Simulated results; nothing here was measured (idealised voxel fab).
You're looking at the process module voxel gate over fins.
The width of the displayed cross-section, cut, is 155 nm; its cells are square, with a size of 5 nm.
Think of the cross-section as a grid of square cells. We describe it in bands, top to bottom, and each band covers one or more rows of those cells.
First you get the band's top height and its bottom height, in nm, and then the materials it's made of, left to right, with each width in nm. If you see a single material with "all across", that one covers the band edge to edge. "blank" is empty space.
We count height from 0. Below that, the starting wafer is all one material. The lowest band never ends at the bottom but goes on down; see "0 down" for how that is written.
Width: "30 to 40" (first number = top row, second number = bottom row, same change from row to row of cells).
Reading "everything unchanged" for a step: not a cell of the cross-section changed in it.
Empty spaces without an open route to the top, at least 8 cells in extent, make up the entry "Entrapped voids"; each is given as width x height at distance, where the distance is measured from the left edge, and all are in nm.
The remark found on a step's line after its settings is issued by the simulator itself and pertains to that step.
Regarding "overlay nm": on a step with a mask, it is the distance the mask lay to the right of its planned place; a negative value places it to the left.
### Intended process steps
1,RECEIVE, material Si
2,CONFORMAL_DEP, material SiN, thk nm 5
3,MASKED_ETCH, tone cover, mask id FINS, width nm 15, pitch nm 50, etch materials SiN, depth nm 5, overlay nm 0
4,MASKED_ETCH, tone cover, mask id FINS, width nm 15, pitch nm 50, etch materials Si, depth nm 30, overlay nm 0
5,FILL_DEP, material SiO2, thk nm 5
6,CMP, height nm 5
7,DIRECTIONAL_DEP, material aC, thk nm 10
8,PATTERN, tone open, mask id RAIL, material resist, width nm 15, thk nm 30, overlay nm 0
9,DIRECTIONAL_ETCH, etch materials aC, depth nm 10
10,STRIP, etch materials resist
11,DIRECTIONAL_ETCH, etch materials SiO2, depth nm 30
12,STRIP, etch materials aC
13,CONFORMAL_DEP, material TiN, thk nm 5
14,FILL_DEP, material W, thk nm 10
15,CMP, height nm 5
16,SELECTIVE_ETCH, etch materials W Ru TiN, depth nm 20
17,FILL_DEP, material SiO2, thk nm 5
18,CMP, height nm 5
19,SELECTIVE_ETCH, etch materials SiO2, depth nm 15
20,STRIP, etch materials SiN
21,CONFORMAL_DEP, material HfO2, thk nm 5
22,CONFORMAL_DEP, material TiN, thk nm 5
23,FILL_DEP, material W, thk nm 10
24,CMP, height nm 15
25,CONFORMAL_DEP, material SiCN, thk nm 10
### first wafer, as planned
### As-received wafer cross-section (after step 1)
    0 down: Si all across
    Entrapped voids: none
### Cross-section of the wafer after step 2
    5 to 0: SiN all across
    Below a height of 0, the structure has not been altered.
### Cross-section of the wafer after step 3
    5 to 0: blank: 20 / SiN: 15 / blank: 35 / SiN: 15 / blank: 35 / SiN: 15 / blank: 20
    Below a height of 0, the structure has not been altered.
### Cross-section of the wafer after step 4
    5 to 0: blank: 20 / SiN: 15 / blank: 35 / SiN: 15 / blank: 35 / SiN: 15 / blank: 20
    0 to -30: blank: 20 / Si: 15 / blank: 35 / Si: 15 / blank: 35 / Si: 15 / blank: 20
    Below a height of -30, the structure has not been altered.
### Cross-section of the wafer after step 5
    10 to 5: SiO2 all across
    5 to 0: SiO2: 20 / SiN: 15 / SiO2: 35 / SiN: 15 / SiO2: 35 / SiN: 15 / SiO2: 20
    0 to -30: SiO2: 20 / Si: 15 / SiO2: 35 / Si: 15 / SiO2: 35 / Si: 15 / SiO2: 20
    Below a height of -30, the structure has not been altered.
### Cross-section of the wafer after step 6
    5 to 0: SiO2: 20 / SiN: 15 / SiO2: 35 / SiN: 15 / SiO2: 35 / SiN: 15 / SiO2: 20
    Below a height of 0, the structure has not been altered.
### Cross-section of the wafer after step 7
    15 to 5: aC all across
    Below a height of 5, the structure has not been altered.
### Cross-section of the wafer after step 8
    45 to 15: resist: 45 / blank: 15 / resist: 95
    Below a height of 15, the structure has not been altered.
### Cross-section of the wafer after step 9
    35 to 15: resist: 45 / blank: 15 / resist: 95
    15 to 5: aC: 45 / blank: 15 / aC: 95
    Below a height of 5, the structure has not been altered.
### Cross-section of the wafer after step 10
    15 to 5: aC: 45 / blank: 15 / aC: 95
    Below a height of 5, the structure has not been altered.
### Cross-section of the wafer after step 11
    15 to 5: aC: 45 / blank: 15 / aC: 95
    5 to 0: SiO2: 20 / SiN: 15 / SiO2: 10 / blank: 15 / SiO2: 10 / SiN: 15 / SiO2: 35 / SiN: 15 / SiO2: 20
    0 to -25: SiO2: 20 / Si: 15 / SiO2: 10 / blank: 15 / SiO2: 10 / Si: 15 / SiO2: 35 / Si: 15 / SiO2: 20
    Below a height of -25, the structure has not been altered.
### Cross-section of the wafer after step 12
    5 to 0: SiO2: 20 / SiN: 15 / SiO2: 10 / blank: 15 / SiO2: 10 / SiN: 15 / SiO2: 35 / SiN: 15 / SiO2: 20
    Below a height of 0, the structure has not been altered.
### Cross-section of the wafer after step 13
    10 to 5: TiN: 50 / blank: 5 / TiN: 100
    5 to 0: SiO2: 20 / SiN: 15 / SiO2: 10 / TiN: 5 / blank: 5 / TiN: 5 / SiO2: 10 / SiN: 15 / SiO2: 35 / SiN: 15 / SiO2: 20
    0 to -20: SiO2: 20 / Si: 15 / SiO2: 10 / TiN: 5 / blank: 5 / TiN: 5 / SiO2: 10 / Si: 15 / SiO2: 35 / Si: 15 / SiO2: 20
    -20 to -25: SiO2: 20 / Si: 15 / SiO2: 10 / TiN: 15 / SiO2: 10 / Si: 15 / SiO2: 35 / Si: 15 / SiO2: 20
    Below a height of -25, the structure has not been altered.
### Cross-section of the wafer after step 14
    20 to 10: W all across
    10 to 5: TiN: 50 / W: 5 / TiN: 100
    5 to 0: SiO2: 20 / SiN: 15 / SiO2: 10 / TiN: 5 / W: 5 / TiN: 5 / SiO2: 10 / SiN: 15 / SiO2: 35 / SiN: 15 / SiO2: 20
    0 to -20: SiO2: 20 / Si: 15 / SiO2: 10 / TiN: 5 / W: 5 / TiN: 5 / SiO2: 10 / Si: 15 / SiO2: 35 / Si: 15 / SiO2: 20
    Below a height of -20, the structure has not been altered.
### Cross-section of the wafer after step 15
    5 to 0: SiO2: 20 / SiN: 15 / SiO2: 10 / TiN: 5 / W: 5 / TiN: 5 / SiO2: 10 / SiN: 15 / SiO2: 35 / SiN: 15 / SiO2: 20
    Below a height of 0, the structure has not been altered.
### Cross-section of the wafer after step 16
    5 to 0: SiO2: 20 / SiN: 15 / SiO2: 10 / blank: 15 / SiO2: 10 / SiN: 15 / SiO2: 35 / SiN: 15 / SiO2: 20
    0 to -15: SiO2: 20 / Si: 15 / SiO2: 10 / blank: 15 / SiO2: 10 / Si: 15 / SiO2: 35 / Si: 15 / SiO2: 20
    Below a height of -15, the structure has not been altered.
### Cross-section of the wafer after step 17
    10 to 5: SiO2 all across
    5 to 0: SiO2: 20 / SiN: 15 / SiO2: 35 / SiN: 15 / SiO2: 35 / SiN: 15 / SiO2: 20
    0 to -15: SiO2: 20 / Si: 15 / SiO2: 35 / Si: 15 / SiO2: 35 / Si: 15 / SiO2: 20
    Below a height of -15, the structure has not been altered.
### Cross-section of the wafer after step 18
    5 to 0: SiO2: 20 / SiN: 15 / SiO2: 35 / SiN: 15 / SiO2: 35 / SiN: 15 / SiO2: 20
    Below a height of 0, the structure has not been altered.
### Cross-section of the wafer after step 19
    5 to 0: blank: 20 / SiN: 15 / blank: 35 / SiN: 15 / blank: 35 / SiN: 15 / blank: 20
    0 to -10: blank: 20 / Si: 15 / blank: 35 / Si: 15 / blank: 35 / Si: 15 / blank: 20
    Below a height of -10, the structure has not been altered.
### Cross-section of the wafer after step 20
    0 to -10: blank: 20 / Si: 15 / blank: 35 / Si: 15 / blank: 35 / Si: 15 / blank: 20
    Below a height of -10, the structure has not been altered.
### Cross-section of the wafer after step 21
    5 to 0: blank: 15 / HfO2: 25 / blank: 25 / HfO2: 25 / blank: 25 / HfO2: 25 / blank: 15
    0 to -5: blank: 15 / HfO2: 5 / Si: 15 / HfO2: 5 / blank: 25 / HfO2: 5 / Si: 15 / HfO2: 5 / blank: 25 / HfO2: 5 / Si: 15 / HfO2: 5 / blank: 15
    -5 to -10: HfO2: 20 / Si: 15 / HfO2: 35 / Si: 15 / HfO2: 35 / Si: 15 / HfO2: 20
    Below a height of -10, the structure has not been altered.
### Cross-section of the wafer after step 22
    10 to 5: blank: 10 / TiN: 35 / blank: 15 / TiN: 35 / blank: 15 / TiN: 35 / blank: 10
    5 to 0: blank: 10 / TiN: 5 / HfO2: 25 / TiN: 5 / blank: 15 / TiN: 5 / HfO2: 25 / TiN: 5 / blank: 15 / TiN: 5 / HfO2: 25 / TiN: 5 / blank: 10
    0 to -5: TiN: 15 / HfO2: 5 / Si: 15 / HfO2: 5 / TiN: 25 / HfO2: 5 / Si: 15 / HfO2: 5 / TiN: 25 / HfO2: 5 / Si: 15 / HfO2: 5 / TiN: 15
    Below a height of -5, the structure has not been altered.
### Cross-section of the wafer after step 23
    20 to 10: W all across
    10 to 5: W: 10 / TiN: 35 / W: 15 / TiN: 35 / W: 15 / TiN: 35 / W: 10
    5 to 0: W: 10 / TiN: 5 / HfO2: 25 / TiN: 5 / W: 15 / TiN: 5 / HfO2: 25 / TiN: 5 / W: 15 / TiN: 5 / HfO2: 25 / TiN: 5 / W: 10
    Below a height of 0, the structure has not been altered.
### Cross-section of the wafer after step 24
    15 to 10: W all across
    Below a height of 10, the structure has not been altered.
### Cross-section of the wafer after step 25
    25 to 15: SiCN all across
    Below a height of 15, the structure has not been altered.
### Wafer two. Identical start, identical plan. One mistake in execution. Identical history through step 18
### Cross-sectional representation of the second wafer at the time designated in the plan for the completion of step 19
    5 to 0: SiO2: 20 / blank: 15 / SiO2: 35 / blank: 15 / SiO2: 35 / blank: 15 / SiO2: 20
    Below a height of 0, the structure has not been altered.
### Cross-sectional representation of the second wafer at the time designated in the plan for the completion of step 20
    0 to -10: blank: 20 / Si: 15 / blank: 35 / Si: 15 / blank: 35 / Si: 15 / blank: 20
    -10 to -15: SiO2: 5 / blank: 15 / Si: 15 / blank: 15 / SiO2: 5 / blank: 15 / Si: 15 / blank: 15 / SiO2: 5 / blank: 15 / Si: 15 / blank: 15 / SiO2: 5
    Below a height of -15, the structure has not been altered.
### Cross-sectional representation of the second wafer at the time designated in the plan for the completion of step 21
    5 to 0: blank: 15 / HfO2: 25 / blank: 25 / HfO2: 25 / blank: 25 / HfO2: 25 / blank: 15
    0 to -5: blank: 15 / HfO2: 5 / Si: 15 / HfO2: 5 / blank: 25 / HfO2: 5 / Si: 15 / HfO2: 5 / blank: 25 / HfO2: 5 / Si: 15 / HfO2: 5 / blank: 15
    -5 to -10: HfO2: 10 / blank: 5 / HfO2: 5 / Si: 15 / HfO2: 5 / blank: 5 / HfO2: 15 / blank: 5 / HfO2: 5 / Si: 15 / HfO2: 5 / blank: 5 / HfO2: 15 / blank: 5 / HfO2: 5 / Si: 15 / HfO2: 5 / blank: 5 / HfO2: 10
    -10 to -15: SiO2: 5 / HfO2: 15 / Si: 15 / HfO2: 15 / SiO2: 5 / HfO2: 15 / Si: 15 / HfO2: 15 / SiO2: 5 / HfO2: 15 / Si: 15 / HfO2: 15 / SiO2: 5
    Below a height of -15, the structure has not been altered.
### Cross-sectional representation of the second wafer at the time designated in the plan for the completion of step 22
    10 to 5: blank: 10 / TiN: 35 / blank: 15 / TiN: 35 / blank: 15 / TiN: 35 / blank: 10
    5 to 0: blank: 10 / TiN: 5 / HfO2: 25 / TiN: 5 / blank: 15 / TiN: 5 / HfO2: 25 / TiN: 5 / blank: 15 / TiN: 5 / HfO2: 25 / TiN: 5 / blank: 10
    0 to -5: TiN: 15 / HfO2: 5 / Si: 15 / HfO2: 5 / TiN: 25 / HfO2: 5 / Si: 15 / HfO2: 5 / TiN: 25 / HfO2: 5 / Si: 15 / HfO2: 5 / TiN: 15
    -5 to -10: HfO2: 10 / TiN: 5 / HfO2: 5 / Si: 15 / HfO2: 5 / TiN: 5 / HfO2: 15 / TiN: 5 / HfO2: 5 / Si: 15 / HfO2: 5 / TiN: 5 / HfO2: 15 / TiN: 5 / HfO2: 5 / Si: 15 / HfO2: 5 / TiN: 5 / HfO2: 10
    Below a height of -10, the structure has not been altered.
### Cross-sectional representation of the second wafer at the time designated in the plan for the completion of step 23
    20 to 10: W all across
    10 to 5: W: 10 / TiN: 35 / W: 15 / TiN: 35 / W: 15 / TiN: 35 / W: 10
    5 to 0: W: 10 / TiN: 5 / HfO2: 25 / TiN: 5 / W: 15 / TiN: 5 / HfO2: 25 / TiN: 5 / W: 15 / TiN: 5 / HfO2: 25 / TiN: 5 / W: 10
    Below a height of 0, the structure has not been altered.
### Cross-sectional representation of the second wafer at the time designated in the plan for the completion of step 24
    15 to 10: W all across
    Below a height of 10, the structure has not been altered.
### Cross-sectional representation of the second wafer at the time designated in the plan for the completion of step 25
    25 to 15: SiCN all across
    Below a height of 15, the structure has not been altered.
Heads up, the wafer didn't run the way we planned it: steps 19 and 20 of the plan were run in the wrong order, each in the other's place
The second wafer ends with more or fewer cells of some materials than the first, per final count: HfO2: 12 more, SiO2: 18 fewer, TiN: 6 more
